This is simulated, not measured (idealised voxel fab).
Title: Process Module voxel capacitor over wiring
Square cell edge 5 nm, section width 160 nm, ID cut.
A cross-section in this document is a grid of square cells, and it is written down as bands, the top band listed before the ones below it; a band is made up of one or more rows of cells.
Basically the band line says how high the top is and how high the bottom is, in nm, and then what's in it from left to right, every material with its width in nm. Empty space shows up as "air", and if a single material carries "edge to edge" it runs the full band edge to edge.
Basically, 0 is our baseline, since under it the wafer straight out of the box is all one material. The bottom band has no lower end and keeps on going down, so it looks like "0 down".
It should be noted that a width expressed as "30->40" varies in equal increments from row to row of cells within the band, taking the value of the first number at the top row and that of the second number at the bottom row.
Reading "all unchanged" for a step: not a cell of the cross-section changed in it.
What "Voids, enclosed" gives you is every empty space of 8 cells or more that is cut off from the top. Each appears as width x height at distance, with the distance taken from the left edge and width, height and distance all in nm.
Whatever follows a step's settings on its line is a remark the simulator itself makes about that step.
Regarding "overlay nm": on a step with a mask, it is the distance the mask lay to the right of its planned place; a negative value places it to the left.
-- This section lists the process steps that were planned
- 1: RECEIVE,material Si
- 2: CONFORMAL_DEP,material SiO2,thk nm 15
- 3: CONFORMAL_DEP,material SiCN,thk nm 5
- 4: DIRECTIONAL_DEP,material lowk,thk nm 15
- 5: PATTERN,tone open,mask id METAL_1,material resist,width nm 30,pitch nm 95,thk nm 20,overlay nm 0
- 6: DIRECTIONAL_ETCH,etch materials lowk,depth nm 15
- 7: DIRECTIONAL_ETCH,etch materials SiCN,depth nm 5
- 8: STRIP,etch materials resist
- 9: CONFORMAL_DEP,material TiN,thk nm 5
- 10: FILL_DEP,material Ru,thk nm 10
- 11: CMP,height nm 35
- 12: CONFORMAL_DEP,material SiCN,thk nm 5
- 13: DIRECTIONAL_DEP,material lowk,thk nm 10
- 14: MASKED_ETCH,tone open,mask id PLUG_1,width nm 15,etch materials lowk,depth nm 10,overlay nm 0
- 15: MASKED_ETCH,tone open,mask id PLUG_1,width nm 15,etch materials SiCN,depth nm 5,overlay nm 0
- 16: EPI,material Ru,thk nm 10
- 17: EPI,material Ru,thk nm 5
- 18: DIRECTIONAL_DEP,material TiN,thk nm 5
- 19: DIRECTIONAL_DEP,material Al2O3,thk nm 5
- 20: DIRECTIONAL_DEP,material TiN,thk nm 10
- 21: MASKED_ETCH,tone cover,mask id UPPER_PLATE,width nm 70,etch materials TiN,depth nm 10,overlay nm 0
- 22: MASKED_ETCH,tone cover,mask id UPPER_PLATE,width nm 70,etch materials Al2O3,depth nm 5,overlay nm 0
- 23: PATTERN,tone cover,mask id LOWER_PLATE,material resist,width nm 80,thk nm 20,overlay nm 0
- 24: DIRECTIONAL_ETCH,etch materials TiN,depth nm 5
- 25: STRIP,etch materials resist
- 26: FILL_DEP,material SiO2,thk nm 15
- 27: CMP,height nm 80
- 28: PATTERN,tone open,mask id PLUG_2,material resist,width nm 15,thk nm 15,overlay nm 0
- 29: DIRECTIONAL_ETCH,etch materials SiO2,depth nm 10
- 30: STRIP,etch materials resist
- 31: CONFORMAL_DEP,material TiN,thk nm 5
- 32: FILL_DEP,material Cu,thk nm 10
- 33: CMP,height nm 80
- 34: CONFORMAL_DEP,material SiN,thk nm 5
-- Step 1 complete: cross-section of the wafer as received
0 down  Si edge to edge
Voids, enclosed: none
-- What the wafer looks like in cross-section after this module, when it starts as shown above and follows the plan above but one mistake is made in running it
85 to 80  SiN edge to edge
80 to 75  SiO2 (40); TiN (5); Cu (5); TiN (5); SiO2 (105)
75 to 65  SiO2 (40); TiN (15->65); SiO2 (105->55)
65 to 60  SiO2 (40); TiN (70); SiO2 (50)
60 to 55  SiO2 (30); Al2O3 (80); SiO2 (50)
55 to 50  SiO2 (25); TiN (85); SiO2 (50)
50 to 40  lowk (30); Ru (15); lowk (115)
40 to 35  SiCN (30); Ru (15); SiCN (115)
35 to 20  lowk (15); TiN (5); Ru (20); TiN (5); lowk (65); TiN (5); Ru (20); TiN (5); lowk (20)
20 to 15  SiCN (15); TiN (30); SiCN (65); TiN (30); SiCN (20)
15 to 0  SiO2 edge to edge
0 down  Si edge to edge
Voids, enclosed: none
In executing the process, a mistake was made relative to the plan: step 21 deviated from plan and actually ran as MASKED_ETCH,tone cover,mask id UPPER_PLATE,width nm 70,etch materials TiN,depth nm 10,overlay nm 10
